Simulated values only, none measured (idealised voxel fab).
This is a process module. Its name is voxel released beams.
265 nm wide, 5 nm square cells: that's cross-section cut.
Just so we're on the same page, the cross-sections are grids of square cells, and they're listed out in bands top to bottom, each band one or more rows deep.
What a band's entry tells you: where the top is and where the bottom is, as heights in nm, and after that what lies inside, material by material from left to right, each with its width in nm. Empty space is written as the word "blank", and a single material marked with the word "everywhere" occupies the band from edge to edge.
Heights from 0 (as-received wafer is one material below). Bottom band endless downward, as "from 0 down".
When a width is written as two numbers, as in "30->40", the first number is the width in the top row of cells of the band and the second is the width in its bottom row, and the width changes by the same amount from each row to the next.
Where a step carries "remained the same", the cross-section came out of it unchanged, cell for cell.
You'll see "Closed void register" listing empty spaces that have no way open to the top, as long as they're 8 cells or more; the notation is width x height at distance, where the distance is from the left edge, and all of it is in nm.
Heads up: the bit after the settings on a step's line is the simulator's remark on that step.
If you see "overlay nm" on a step's line and that step has a mask, it's telling you how far right of where it was planned the mask ended up; a negative number means it went left instead.

The following list gives the planned process steps
1: op RECEIVE | material Si
2: op CONFORMAL_DEP | material SiN | thk nm 10
3: op DIRECTIONAL_DEP | material SiO2 | thk nm 15
4: op DIRECTIONAL_DEP | material aC | thk nm 5
5: op PATTERN | tone open | mask id ANCHOR | material resist | width nm 25 | thk nm 35 | overlay nm 0
6: op DIRECTIONAL_ETCH | etch materials aC | depth nm 15
7: op STRIP | etch materials resist
8: op DIRECTIONAL_ETCH | etch materials SiO2 | depth nm 15
9: op STRIP | etch materials aC
10: op CONFORMAL_DEP | material polySi | thk nm 10
11: op PATTERN | tone cover | mask id BEAM | material resist | width nm 70 | thk nm 20 | overlay nm 0
12: op DIRECTIONAL_ETCH | etch materials polySi | depth nm 10
13: op STRIP | etch materials resist
14: op STRIP | etch materials SiO2
Every wafer here starts from the same state; it is the step 4 thk nm that distinguishes them, and the value the plan gives belongs to the first wafer.

As-received cross-section, first of several wafers, post step 1
* from 0 down | Si everywhere
* Closed void register: none

Post step 14, the closing step of the module: first of several wafers, cross-sectioned
* from 35 to 25 | 95 blank, 15 polySi, 5 blank, 50 polySi, 100 blank
* from 25 to 20 | 100 blank, 10 polySi, 5 blank, 10 polySi, 140 blank
* from 20 to 10 | 100 blank, 25 polySi, 140 blank
* from 10 to 0 | SiN everywhere
* from 0 down | Si everywhere
* Closed void register: none

Cross-sectional view, end of module, last wafer of several
* from 10 to 0 | SiN everywhere
* from 0 down | Si everywhere
* Closed void register: none

Heads up, this table goes wafer by wafer. A row tells you, at the end of the module, how many cells of each material that wafer has put on (+) or dropped (-) since it was received, and then its closed voids
thk nm 5 | +106 SiN | +40 polySi | Closed void register: none
thk nm 10 | +106 SiN | +40 polySi | Closed void register: none
thk nm 15 | +106 SiN | +40 polySi | Closed void register: none
thk nm 20 | +106 SiN | Closed void register: none
thk nm 25 | +106 SiN | Closed void register: none
thk nm 30 | +106 SiN | Closed void register: none
